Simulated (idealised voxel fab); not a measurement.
Herein follows the process module entitled voxel wiring stack.
Each square cell in cross-section cut measures 5 nm, and the section as a whole is 245 nm wide.
Cross-section layout: square cells on a grid; listed as bands, top to bottom; a band spans one or more cell rows.
Band: top and bottom heights (nm) first, top before bottom; then materials from left to right, widths in nm. "full width" marks a sole material filling the band edge to edge. "air" denotes empty space.
Below 0: as-received wafer, all one material; heights counted from there. Lowest band: no bottom, goes on down, written "0 and below".
A width given as "30..40" starts at the first number in the band's top row and ends at the second number in its bottom row, shifting by an equal amount at every step from row to row.
It should be understood that the words "no modifications", when stated for a given step, signify that the cross-section underwent no change in any of its cells during that step.
Empty spaces counting at least 8 cells and having no open way to the top are listed in "Enclosed void list". The notation width x height at distance is used for each, the distance being from the left edge and all three values in nm.
after a step's settings: what the simulator itself notes on the step
overlay nm: where the mask lay relative to plan, measured to the right, on steps with a mask; negatives go left.
[These are the steps we planned for the process]
| 1 | RECEIVE, material Si |
| 2 | CONFORMAL_DEP, material SiO2, thk nm 15 |
| 3 | CONFORMAL_DEP, material SiN, thk nm 5 |
| 4 | DIRECTIONAL_DEP, material SiO2, thk nm 20 |
| 5 | PATTERN, tone open, mask id METAL_1, material resist, width nm 30, pitch nm 50, thk nm 15, overlay nm 0 |
| 6 | DIRECTIONAL_ETCH, etch materials SiO2, depth nm 20 |
| 7 | DIRECTIONAL_ETCH, etch materials SiN, depth nm 5 |
| 8 | STRIP, etch materials resist |
| 9 | CONFORMAL_DEP, material TiN, thk nm 5 |
| 10 | FILL_DEP, material W, thk nm 10 |
| 11 | CMP, height nm 40 |
| 12 | CONFORMAL_DEP, material SiCN, thk nm 5 |
| 13 | DIRECTIONAL_DEP, material SiO2, thk nm 20 |
| 14 | DIRECTIONAL_DEP, material aC, thk nm 15 |
| 15 | PATTERN, tone open, mask id PLUG_1, material resist, width nm 15, pitch nm 50, thk nm 30, overlay nm 0 |
| 16 | DIRECTIONAL_ETCH, etch materials aC, depth nm 15 |
| 17 | STRIP, etch materials resist |
| 18 | DIRECTIONAL_ETCH, etch materials SiO2, depth nm 20 |
| 19 | DIRECTIONAL_ETCH, etch materials SiCN, depth nm 5 |
| 20 | STRIP, etch materials aC |
| 21 | CONFORMAL_DEP, material TiN, thk nm 5 |
| 22 | FILL_DEP, material Cu, thk nm 5 |
| 23 | CMP, height nm 65 |
| 24 | DIRECTIONAL_DEP, material TiN, thk nm 5 |
| 25 | DIRECTIONAL_DEP, material Ru, thk nm 15 |
| 26 | MASKED_ETCH, tone cover, mask id METAL_2, width nm 30, pitch nm 50, etch materials Ru, depth nm 15, overlay nm 0 |
| 27 | MASKED_ETCH, tone cover, mask id METAL_2, width nm 30, pitch nm 50, etch materials TiN, depth nm 5, overlay nm 0 |
| 28 | FILL_DEP, material SiO2, thk nm 10 |
| 29 | CMP, height nm 85 |
| 30 | CONFORMAL_DEP, material SiCN, thk nm 5 |
| 31 | DIRECTIONAL_DEP, material lowk, thk nm 10 |
| 32 | MASKED_ETCH, tone open, mask id PLUG_2, width nm 15, pitch nm 50, etch materials lowk, depth nm 10, overlay nm 0 |
| 33 | MASKED_ETCH, tone open, mask id PLUG_2, width nm 15, pitch nm 50, etch materials SiCN, depth nm 5, overlay nm 0 |
| 34 | EPI, material Ru, thk nm 10 |
| 35 | EPI, material Ru, thk nm 5 |
| 36 | DIRECTIONAL_DEP, material TiN, thk nm 5 |
| 37 | DIRECTIONAL_DEP, material W, thk nm 20 |
| 38 | PATTERN, tone cover, mask id METAL_3, material resist, width nm 30, pitch nm 50, thk nm 15, overlay nm 0 |
| 39 | DIRECTIONAL_ETCH, etch materials W, depth nm 20 |
| 40 | DIRECTIONAL_ETCH, etch materials TiN, depth nm 5 |
| 41 | STRIP, etch materials resist |
| 42 | CONFORMAL_DEP, material SiCN, thk nm 5 |
| 43 | FILL_DEP, material SiO2, thk nm 5 |
| 44 | CMP, height nm 125 |
| 45 | CONFORMAL_DEP, material SiN, thk nm 5 |
[Wafer at receipt (post step 1), cross-section]
    0 and below: Si full width
    Enclosed void list: none
[Looking at the first of two wafers in cross-section at end of module - ran to plan]
    130 down to 125: SiN full width
    125 down to 105: SiO2 50 nm, then SiCN 5 nm, then W 30 nm, then SiCN 5 nm, then SiO2 10 nm, then SiCN 5 nm, then W 30 nm, then SiCN 5 nm, then SiO2 10 nm, then SiCN 5 nm, then W 30 nm, then SiCN 5 nm, then SiO2 55 nm
    105 down to 100: SiCN 55 nm, then TiN 30 nm, then SiCN 20 nm, then TiN 30 nm, then SiCN 20 nm, then TiN 30 nm, then SiCN 60 nm
    100 down to 90: lowk 55 nm, then Ru 15 nm, then lowk 35 nm, then Ru 15 nm, then lowk 35 nm, then Ru 15 nm, then lowk 75 nm
    90 down to 85: SiCN 55 nm, then Ru 15 nm, then SiCN 35 nm, then Ru 15 nm, then SiCN 35 nm, then Ru 15 nm, then SiCN 75 nm
    85 down to 70: SiO2 55 nm, then Ru 30 nm, then SiO2 20 nm, then Ru 30 nm, then SiO2 20 nm, then Ru 30 nm, then SiO2 60 nm
    70 down to 65: SiO2 55 nm, then TiN 30 nm, then SiO2 20 nm, then TiN 30 nm, then SiO2 20 nm, then TiN 30 nm, then SiO2 60 nm
    65 down to 45: SiO2 55 nm, then TiN 5 nm, then Cu 5 nm, then TiN 5 nm, then SiO2 35 nm, then TiN 5 nm, then Cu 5 nm, then TiN 5 nm, then SiO2 35 nm, then TiN 5 nm, then Cu 5 nm, then TiN 5 nm, then SiO2 75 nm
    45 down to 40: SiCN 55 nm, then TiN 15 nm, then SiCN 35 nm, then TiN 15 nm, then SiCN 35 nm, then TiN 15 nm, then SiCN 75 nm
    40 down to 20: SiO2 55 nm, then TiN 5 nm, then W 20 nm, then TiN 5 nm, then SiO2 20 nm, then TiN 5 nm, then W 20 nm, then TiN 5 nm, then SiO2 20 nm, then TiN 5 nm, then W 20 nm, then TiN 5 nm, then SiO2 60 nm
    20 down to 15: SiN 55 nm, then TiN 30 nm, then SiN 20 nm, then TiN 30 nm, then SiN 20 nm, then TiN 30 nm, then SiN 60 nm
    15 down to 0: SiO2 full width
    0 and below: Si full width
    Enclosed void list: none
[This cross-section belongs to the second wafer of two at the end of the module; the start and the plan were shared with the first, and the run included one mistake]
    130 down to 125: SiN full width
    125 down to 105: SiO2 50 nm, then SiCN 5 nm, then W 30 nm, then SiCN 5 nm, then SiO2 10 nm, then SiCN 5 nm, then W 30 nm, then SiCN 5 nm, then SiO2 10 nm, then SiCN 5 nm, then W 30 nm, then SiCN 5 nm, then SiO2 55 nm
    105 down to 100: SiCN 55 nm, then TiN 30 nm, then SiCN 20 nm, then TiN 30 nm, then SiCN 20 nm, then TiN 30 nm, then SiCN 60 nm
    100 down to 90: lowk 55 nm, then Ru 15 nm, then lowk 35 nm, then Ru 15 nm, then lowk 35 nm, then Ru 15 nm, then lowk 75 nm
    90 down to 85: SiCN 55 nm, then Ru 15 nm, then SiCN 35 nm, then Ru 15 nm, then SiCN 35 nm, then Ru 15 nm, then SiCN 75 nm
    85 down to 70: Cu 55 nm, then Ru 30 nm, then Cu 20 nm, then Ru 30 nm, then Cu 20 nm, then Ru 30 nm, then Cu 60 nm
    70 down to 65: Cu 55 nm, then TiN 30 nm, then Cu 20 nm, then TiN 30 nm, then Cu 20 nm, then TiN 30 nm, then Cu 60 nm
    65 down to 45: SiO2 55 nm, then TiN 5 nm, then Cu 5 nm, then TiN 5 nm, then SiO2 35 nm, then TiN 5 nm, then Cu 5 nm, then TiN 5 nm, then SiO2 35 nm, then TiN 5 nm, then Cu 5 nm, then TiN 5 nm, then SiO2 75 nm
    45 down to 40: SiCN 55 nm, then TiN 15 nm, then SiCN 35 nm, then TiN 15 nm, then SiCN 35 nm, then TiN 15 nm, then SiCN 75 nm
    40 down to 20: SiO2 55 nm, then TiN 5 nm, then W 20 nm, then TiN 5 nm, then SiO2 20 nm, then TiN 5 nm, then W 20 nm, then TiN 5 nm, then SiO2 20 nm, then TiN 5 nm, then W 20 nm, then TiN 5 nm, then SiO2 60 nm
    20 down to 15: SiN 55 nm, then TiN 30 nm, then SiN 20 nm, then TiN 30 nm, then SiN 20 nm, then TiN 30 nm, then SiN 60 nm
    15 down to 0: SiO2 full width
    0 and below: Si full width
    Enclosed void list: none
What went wrong in running the wafer? rather than as planned, step 28 actually ran as FILL_DEP, material Cu, thk nm 10
The second wafer ends with more or fewer cells of some materials than the first, per final count: Cu: 124 more | SiO2: 124 fewer
